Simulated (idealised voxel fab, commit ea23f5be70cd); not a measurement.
Name of the process module below: voxel gate over fins
Cross-section cut: width 225 nm, square cells of 5 nm.
Cross-section format: a grid of square cells, given as bands from top to bottom; each band is one or more rows of cells. What a band's entry tells you: where the top is and where the bottom is, as heights in nm, and after that what lies inside, material by material from left to right, each with its width in nm. Empty space is written as the word "empty", and a single material marked with the word "everywhere" occupies the band from edge to edge. Below 0: as-received wafer, all one material; heights counted from there. Lowest band: no bottom, goes on down, written "top 0, no bottom". Width spec "30 to 40" -> top row of cells at first value, bottom row at second value, equal per-row change in between. For the purposes of this document, the phrase "remained unchanged" attached to a step denotes that no cell within the cross-section was modified by that step. Under "Sealed internal cavities" you'll find the enclosed gaps, the ones with no way out to the top, that are 8 cells or bigger; each reads width x height at distance, with distance counted from the left edge, everything in nm. It should be noted that, on the line of a given step, the content following the step's settings is a remark produced by the simulator itself with respect to that step. overlay nm: where the mask lay relative to plan, measured to the right, on steps with a mask; negatives go left.
### Process steps - plan
1 op RECEIVE | material Si
2 op CONFORMAL_DEP | material SiN | thk nm 5
3 op PATTERN | tone cover | mask id FINS | material resist | width nm 15 | pitch nm 35 | thk nm 15 | overlay nm 0
4 op DIRECTIONAL_ETCH | etch materials SiN | depth nm 5
5 op DIRECTIONAL_ETCH | etch materials Si | depth nm 40
6 op STRIP | etch materials resist
7 op OXIDIZE | depth nm 5
8 op FILL_DEP | material SiO2 | thk nm 15
9 op CMP | height nm 5
10 op SELECTIVE_ETCH | etch materials SiO2 | depth nm 20
11 op STRIP | etch materials SiN
12 op CONFORMAL_DEP | material HfO2 | thk nm 5
13 op CONFORMAL_DEP | material TiN | thk nm 5
14 op FILL_DEP | material W | thk nm 15
15 op CMP | height nm 20
16 op CONFORMAL_DEP | material SiCN | thk nm 5
### Of two wafers, the first: run according to plan
### as received, after step 1
top 0, no bottom  Si everywhere
Sealed internal cavities: none
### Wafer section view after processing step 2
top 5, bottom 0  SiN everywhere
below 0: unchanged
### Wafer section view after processing step 3
top 20, bottom 5  70 of empty / 15 of resist / 20 of empty / 15 of resist / 20 of empty / 15 of resist / 70 of empty
below 5: unchanged
### Wafer section view after processing step 4
top 20, bottom 5  70 of empty / 15 of resist / 20 of empty / 15 of resist / 20 of empty / 15 of resist / 70 of empty
top 5, bottom 0  70 of empty / 15 of SiN / 20 of empty / 15 of SiN / 20 of empty / 15 of SiN / 70 of empty
below 0: unchanged
### Wafer section view after processing step 5
top 20, bottom 5  70 of empty / 15 of resist / 20 of empty / 15 of resist / 20 of empty / 15 of resist / 70 of empty
top 5, bottom 0  70 of empty / 15 of SiN / 20 of empty / 15 of SiN / 20 of empty / 15 of SiN / 70 of empty
top 0, bottom -40  70 of empty / 15 of Si / 20 of empty / 15 of Si / 20 of empty / 15 of Si / 70 of empty
below -40: unchanged
### Wafer section view after processing step 6
top 5, bottom 0  70 of empty / 15 of SiN / 20 of empty / 15 of SiN / 20 of empty / 15 of SiN / 70 of empty
below 0: unchanged
### Wafer section view after processing step 7
top 5, bottom 0  70 of empty / 15 of SiN / 20 of empty / 15 of SiN / 20 of empty / 15 of SiN / 70 of empty
top 0, bottom -40  70 of empty / 5 of SiO2 / 5 of Si / 5 of SiO2 / 20 of empty / 5 of SiO2 / 5 of Si / 5 of SiO2 / 20 of empty / 5 of SiO2 / 5 of Si / 5 of SiO2 / 70 of empty
top -40, bottom -45  75 of SiO2 / 5 of Si / 30 of SiO2 / 5 of Si / 30 of SiO2 / 5 of Si / 75 of SiO2
below -45: unchanged
### Wafer section view after processing step 8
top 20, bottom 5  SiO2 everywhere
top 5, bottom 0  70 of SiO2 / 15 of SiN / 20 of SiO2 / 15 of SiN / 20 of SiO2 / 15 of SiN / 70 of SiO2
top 0, bottom -45  75 of SiO2 / 5 of Si / 30 of SiO2 / 5 of Si / 30 of SiO2 / 5 of Si / 75 of SiO2
below -45: unchanged
### Wafer section view after processing step 9
top 5, bottom 0  70 of SiO2 / 15 of SiN / 20 of SiO2 / 15 of SiN / 20 of SiO2 / 15 of SiN / 70 of SiO2
below 0: unchanged
### Wafer section view after processing step 10
top 5, bottom 0  70 of empty / 15 of SiN / 20 of empty / 15 of SiN / 20 of empty / 15 of SiN / 70 of empty
top 0, bottom -15  75 of empty / 5 of Si / 30 of empty / 5 of Si / 30 of empty / 5 of Si / 75 of empty
below -15: unchanged
### Wafer section view after processing step 11
top 0, bottom -15  75 of empty / 5 of Si / 30 of empty / 5 of Si / 30 of empty / 5 of Si / 75 of empty
below -15: unchanged
### Wafer section view after processing step 12
top 5, bottom 0  70 of empty / 15 of HfO2 / 20 of empty / 15 of HfO2 / 20 of empty / 15 of HfO2 / 70 of empty
top 0, bottom -10  70 of empty / 5 of HfO2 / 5 of Si / 5 of HfO2 / 20 of empty / 5 of HfO2 / 5 of Si / 5 of HfO2 / 20 of empty / 5 of HfO2 / 5 of Si / 5 of HfO2 / 70 of empty
top -10, bottom -15  75 of HfO2 / 5 of Si / 30 of HfO2 / 5 of Si / 30 of HfO2 / 5 of Si / 75 of HfO2
below -15: unchanged
### Wafer section view after processing step 13
top 10, bottom 5  65 of empty / 25 of TiN / 10 of empty / 25 of TiN / 10 of empty / 25 of TiN / 65 of empty
top 5, bottom 0  65 of empty / 5 of TiN / 15 of HfO2 / 5 of TiN / 10 of empty / 5 of TiN / 15 of HfO2 / 5 of TiN / 10 of empty / 5 of TiN / 15 of HfO2 / 5 of TiN / 65 of empty
top 0, bottom -5  65 of empty / 5 of TiN / 5 of HfO2 / 5 of Si / 5 of HfO2 / 5 of TiN / 10 of empty / 5 of TiN / 5 of HfO2 / 5 of Si / 5 of HfO2 / 5 of TiN / 10 of empty / 5 of TiN / 5 of HfO2 / 5 of Si / 5 of HfO2 / 5 of TiN / 65 of empty
top -5, bottom -10  70 of TiN / 5 of HfO2 / 5 of Si / 5 of HfO2 / 20 of TiN / 5 of HfO2 / 5 of Si / 5 of HfO2 / 20 of TiN / 5 of HfO2 / 5 of Si / 5 of HfO2 / 70 of TiN
below -10: unchanged
### Wafer section view after processing step 14
top 25, bottom 10  W everywhere
top 10, bottom 5  65 of W / 25 of TiN / 10 of W / 25 of TiN / 10 of W / 25 of TiN / 65 of W
top 5, bottom 0  65 of W / 5 of TiN / 15 of HfO2 / 5 of TiN / 10 of W / 5 of TiN / 15 of HfO2 / 5 of TiN / 10 of W / 5 of TiN / 15 of HfO2 / 5 of TiN / 65 of W
top 0, bottom -5  65 of W / 5 of TiN / 5 of HfO2 / 5 of Si / 5 of HfO2 / 5 of TiN / 10 of W / 5 of TiN / 5 of HfO2 / 5 of Si / 5 of HfO2 / 5 of TiN / 10 of W / 5 of TiN / 5 of HfO2 / 5 of Si / 5 of HfO2 / 5 of TiN / 65 of W
below -5: unchanged
### Wafer section view after processing step 15
top 20, bottom 10  W everywhere
below 10: unchanged
### Wafer section view after processing step 16
top 25, bottom 20  SiCN everywhere
below 20: unchanged
### Wafer two of the pair: same origin, same plan, one error during the run; identical to wafer one up to and including step 9
### Cross-section: second wafer, time at which step 10 was scheduled to end
top 5, bottom 0  70 of empty / 15 of SiN / 20 of empty / 15 of SiN / 20 of empty / 15 of SiN / 70 of empty
top 0, bottom -35  75 of empty / 5 of Si / 30 of empty / 5 of Si / 30 of empty / 5 of Si / 75 of empty
below -35: unchanged
### Cross-section: second wafer, time at which step 11 was scheduled to end
top 0, bottom -35  75 of empty / 5 of Si / 30 of empty / 5 of Si / 30 of empty / 5 of Si / 75 of empty
below -35: unchanged
### Cross-section: second wafer, time at which step 12 was scheduled to end
top 5, bottom 0  70 of empty / 15 of HfO2 / 20 of empty / 15 of HfO2 / 20 of empty / 15 of HfO2 / 70 of empty
top 0, bottom -30  70 of empty / 5 of HfO2 / 5 of Si / 5 of HfO2 / 20 of empty / 5 of HfO2 / 5 of Si / 5 of HfO2 / 20 of empty / 5 of HfO2 / 5 of Si / 5 of HfO2 / 70 of empty
top -30, bottom -35  75 of HfO2 / 5 of Si / 30 of HfO2 / 5 of Si / 30 of HfO2 / 5 of Si / 75 of HfO2
below -35: unchanged
### Cross-section: second wafer, time at which step 13 was scheduled to end
top 10, bottom 5  65 of empty / 25 of TiN / 10 of empty / 25 of TiN / 10 of empty / 25 of TiN / 65 of empty
top 5, bottom 0  65 of empty / 5 of TiN / 15 of HfO2 / 5 of TiN / 10 of empty / 5 of TiN / 15 of HfO2 / 5 of TiN / 10 of empty / 5 of TiN / 15 of HfO2 / 5 of TiN / 65 of empty
top 0, bottom -25  65 of empty / 5 of TiN / 5 of HfO2 / 5 of Si / 5 of HfO2 / 5 of TiN / 10 of empty / 5 of TiN / 5 of HfO2 / 5 of Si / 5 of HfO2 / 5 of TiN / 10 of empty / 5 of TiN / 5 of HfO2 / 5 of Si / 5 of HfO2 / 5 of TiN / 65 of empty
top -25, bottom -30  70 of TiN / 5 of HfO2 / 5 of Si / 5 of HfO2 / 20 of TiN / 5 of HfO2 / 5 of Si / 5 of HfO2 / 20 of TiN / 5 of HfO2 / 5 of Si / 5 of HfO2 / 70 of TiN
below -30: unchanged
### Cross-section: second wafer, time at which step 14 was scheduled to end
top 25, bottom 10  W everywhere
top 10, bottom 5  65 of W / 25 of TiN / 10 of W / 25 of TiN / 10 of W / 25 of TiN / 65 of W
top 5, bottom 0  65 of W / 5 of TiN / 15 of HfO2 / 5 of TiN / 10 of W / 5 of TiN / 15 of HfO2 / 5 of TiN / 10 of W / 5 of TiN / 15 of HfO2 / 5 of TiN / 65 of W
top 0, bottom -25  65 of W / 5 of TiN / 5 of HfO2 / 5 of Si / 5 of HfO2 / 5 of TiN / 10 of W / 5 of TiN / 5 of HfO2 / 5 of Si / 5 of HfO2 / 5 of TiN / 10 of W / 5 of TiN / 5 of HfO2 / 5 of Si / 5 of HfO2 / 5 of TiN / 65 of W
below -25: unchanged
### Cross-section: second wafer, time at which step 15 was scheduled to end
top 20, bottom 10  W everywhere
below 10: unchanged
### Cross-section: second wafer, time at which step 16 was scheduled to end
top 25, bottom 20  SiCN everywhere
below 20: unchanged
Short version of what went wrong: in the plan, step 10 was performed twice
Wafer comparison, final, in cells, second relative to first, materials more or fewer: 24 more of HfO2, 168 fewer of SiO2, 24 more of TiN, 120 more of W
